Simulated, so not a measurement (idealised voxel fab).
The following is a process module called voxel spacer lines.
Displayed cross-section: cut, width of 150 nm, square cells sized 5 nm.
If you're reading a cross-section in this doc, picture square cells in a grid; it comes to you as bands, top ones listed first down to the bottom, and a band can be one or more rows of cells.
This entry defines a band. It first specifies the height of the band's top and the height of its bottom in nm, and then specifies the band's materials from left to right, stating each material with its width in nm. The word "edge to edge" identifies a single material that fills the band from edge to edge, while the word "empty" identifies empty space.
Where do heights start? At 0: under that level the wafer as delivered is made of one material only. And the lowest band has no floor; it just carries on downward, as in "0 -> down".
Graded width ("30 to 40"): value in top row of band = first number; value in bottom row = second number; row-to-row change constant.
Step marked "identical to before"? Then no cell in the cross-section changed in it.
In the "Sealed voids" entry, you get each enclosed empty space of 8 cells or more, one with no open way to the top, written width x height at distance, distance from the left edge, in nm.
Post-settings text on a step line: simulator's own remark regarding the step.
overlay nm: mask offset rightward from planned place, masked step; negative means leftward offset.
## These are the steps we planned for the process
1. RECEIVE: material Si
2. CONFORMAL_DEP: material Al2O3, thk nm 5
3. DIRECTIONAL_DEP: material W, thk nm 10
4. DIRECTIONAL_DEP: material polySi, thk nm 20
5. PATTERN: tone cover, mask id MANDREL, material resist, width nm 15, pitch nm 50, thk nm 25, overlay nm 0
6. DIRECTIONAL_ETCH: etch materials polySi, depth nm 20
7. STRIP: etch materials resist
8. CONFORMAL_DEP: material SiN, thk nm 10
9. DIRECTIONAL_ETCH: etch materials SiN, depth nm 10
10. STRIP: etch materials polySi
11. DIRECTIONAL_ETCH: etch materials W, depth nm 10
12. STRIP: etch materials SiN
13. FILL_DEP: material SiO2, thk nm 5
14. CMP: height nm 15
## First of the two wafers, run per plan
## Cross-section of the wafer at receipt, which is the condition after step 1
	0 -> down: Si edge to edge
	Sealed voids: none
## The following cross-section depicts the wafer upon completion of step 2
	5 -> 0: Al2O3 edge to edge
	Anything lower than 0 is untouched.
## The following cross-section depicts the wafer upon completion of step 3
	15 -> 5: W edge to edge
	Anything lower than 5 is untouched.
## The following cross-section depicts the wafer upon completion of step 4
	35 -> 15: polySi edge to edge
	Anything lower than 15 is untouched.
## The following cross-section depicts the wafer upon completion of step 5
	60 -> 35: 40 empty, then 15 resist, then 35 empty, then 15 resist, then 45 empty
	Anything lower than 35 is untouched.
## The following cross-section depicts the wafer upon completion of step 6
	60 -> 35: 40 empty, then 15 resist, then 35 empty, then 15 resist, then 45 empty
	35 -> 15: 40 empty, then 15 polySi, then 35 empty, then 15 polySi, then 45 empty
	Anything lower than 15 is untouched.
## The following cross-section depicts the wafer upon completion of step 7
	35 -> 15: 40 empty, then 15 polySi, then 35 empty, then 15 polySi, then 45 empty
	Anything lower than 15 is untouched.
## The following cross-section depicts the wafer upon completion of step 8
	45 -> 35: 30 empty, then 35 SiN, then 15 empty, then 35 SiN, then 35 empty
	35 -> 25: 30 empty, then 10 SiN, then 15 polySi, then 10 SiN, then 15 empty, then 10 SiN, then 15 polySi, then 10 SiN, then 35 empty
	25 -> 15: 40 SiN, then 15 polySi, then 35 SiN, then 15 polySi, then 45 SiN
	Anything lower than 15 is untouched.
## The following cross-section depicts the wafer upon completion of step 9
	35 -> 15: 30 empty, then 10 SiN, then 15 polySi, then 10 SiN, then 15 empty, then 10 SiN, then 15 polySi, then 10 SiN, then 35 empty
	Anything lower than 15 is untouched.
## The following cross-section depicts the wafer upon completion of step 10
	35 -> 15: 30 empty, then 10 SiN, then 15 empty, then 10 SiN, then 15 empty, then 10 SiN, then 15 empty, then 10 SiN, then 35 empty
	Anything lower than 15 is untouched.
## The following cross-section depicts the wafer upon completion of step 11
	35 -> 15: 30 empty, then 10 SiN, then 15 empty, then 10 SiN, then 15 empty, then 10 SiN, then 15 empty, then 10 SiN, then 35 empty
	15 -> 5: 30 empty, then 10 W, then 15 empty, then 10 W, then 15 empty, then 10 W, then 15 empty, then 10 W, then 35 empty
	Anything lower than 5 is untouched.
## The following cross-section depicts the wafer upon completion of step 12
	15 -> 5: 30 empty, then 10 W, then 15 empty, then 10 W, then 15 empty, then 10 W, then 15 empty, then 10 W, then 35 empty
	Anything lower than 5 is untouched.
## The following cross-section depicts the wafer upon completion of step 13
	20 -> 15: SiO2 edge to edge
	15 -> 5: 30 SiO2, then 10 W, then 15 SiO2, then 10 W, then 15 SiO2, then 10 W, then 15 SiO2, then 10 W, then 35 SiO2
	Anything lower than 5 is untouched.
## The following cross-section depicts the wafer upon completion of step 14
	15 -> 5: 30 SiO2, then 10 W, then 15 SiO2, then 10 W, then 15 SiO2, then 10 W, then 15 SiO2, then 10 W, then 35 SiO2
	Anything lower than 5 is untouched.
## Second of two: same start, same plan, one run error; steps up to and including 1 match the first
## Cross-section of the second wafer when, according to plan, step 2 should have finished
	5 -> 0: W edge to edge
	Anything lower than 0 is untouched.
## Cross-section of the second wafer when, according to plan, step 3 should have finished
	15 -> 0: W edge to edge
	Anything lower than 0 is untouched.
## Cross-section of the second wafer when, according to plan, step 4 should have finished
	35 -> 15: polySi edge to edge
	Anything lower than 15 is untouched.
## Cross-section of the second wafer when, according to plan, step 5 should have finished
	60 -> 35: 40 empty, then 15 resist, then 35 empty, then 15 resist, then 45 empty
	Anything lower than 35 is untouched.
## Cross-section of the second wafer when, according to plan, step 6 should have finished
	60 -> 35: 40 empty, then 15 resist, then 35 empty, then 15 resist, then 45 empty
	35 -> 15: 40 empty, then 15 polySi, then 35 empty, then 15 polySi, then 45 empty
	Anything lower than 15 is untouched.
## Cross-section of the second wafer when, according to plan, step 7 should have finished
	35 -> 15: 40 empty, then 15 polySi, then 35 empty, then 15 polySi, then 45 empty
	Anything lower than 15 is untouched.
## Cross-section of the second wafer when, according to plan, step 8 should have finished
	45 -> 35: 30 empty, then 35 SiN, then 15 empty, then 35 SiN, then 35 empty
	35 -> 25: 30 empty, then 10 SiN, then 15 polySi, then 10 SiN, then 15 empty, then 10 SiN, then 15 polySi, then 10 SiN, then 35 empty
	25 -> 15: 40 SiN, then 15 polySi, then 35 SiN, then 15 polySi, then 45 SiN
	Anything lower than 15 is untouched.
## Cross-section of the second wafer when, according to plan, step 9 should have finished
	35 -> 15: 30 empty, then 10 SiN, then 15 polySi, then 10 SiN, then 15 empty, then 10 SiN, then 15 polySi, then 10 SiN, then 35 empty
	Anything lower than 15 is untouched.
## Cross-section of the second wafer when, according to plan, step 10 should have finished
	35 -> 15: 30 empty, then 10 SiN, then 15 empty, then 10 SiN, then 15 empty, then 10 SiN, then 15 empty, then 10 SiN, then 35 empty
	Anything lower than 15 is untouched.
## Cross-section of the second wafer when, according to plan, step 11 should have finished
	35 -> 15: 30 empty, then 10 SiN, then 15 empty, then 10 SiN, then 15 empty, then 10 SiN, then 15 empty, then 10 SiN, then 35 empty
	15 -> 5: 30 empty, then 10 W, then 15 empty, then 10 W, then 15 empty, then 10 W, then 15 empty, then 10 W, then 35 empty
	Anything lower than 5 is untouched.
## Cross-section of the second wafer when, according to plan, step 12 should have finished
	15 -> 5: 30 empty, then 10 W, then 15 empty, then 10 W, then 15 empty, then 10 W, then 15 empty, then 10 W, then 35 empty
	Anything lower than 5 is untouched.
## Cross-section of the second wafer when, according to plan, step 13 should have finished
	20 -> 15: SiO2 edge to edge
	15 -> 5: 30 SiO2, then 10 W, then 15 SiO2, then 10 W, then 15 SiO2, then 10 W, then 15 SiO2, then 10 W, then 35 SiO2
	Anything lower than 5 is untouched.
## Cross-section of the second wafer when, according to plan, step 14 should have finished
	15 -> 5: 30 SiO2, then 10 W, then 15 SiO2, then 10 W, then 15 SiO2, then 10 W, then 15 SiO2, then 10 W, then 35 SiO2
	Anything lower than 5 is untouched.
Plan not followed: step 2 changed vs plan, executed as CONFORMAL_DEP: material W, thk nm 5
Count the cells at the end and the second wafer has more or fewer of some materials than the first: Al2O3: 30 fewer | W: 30 more
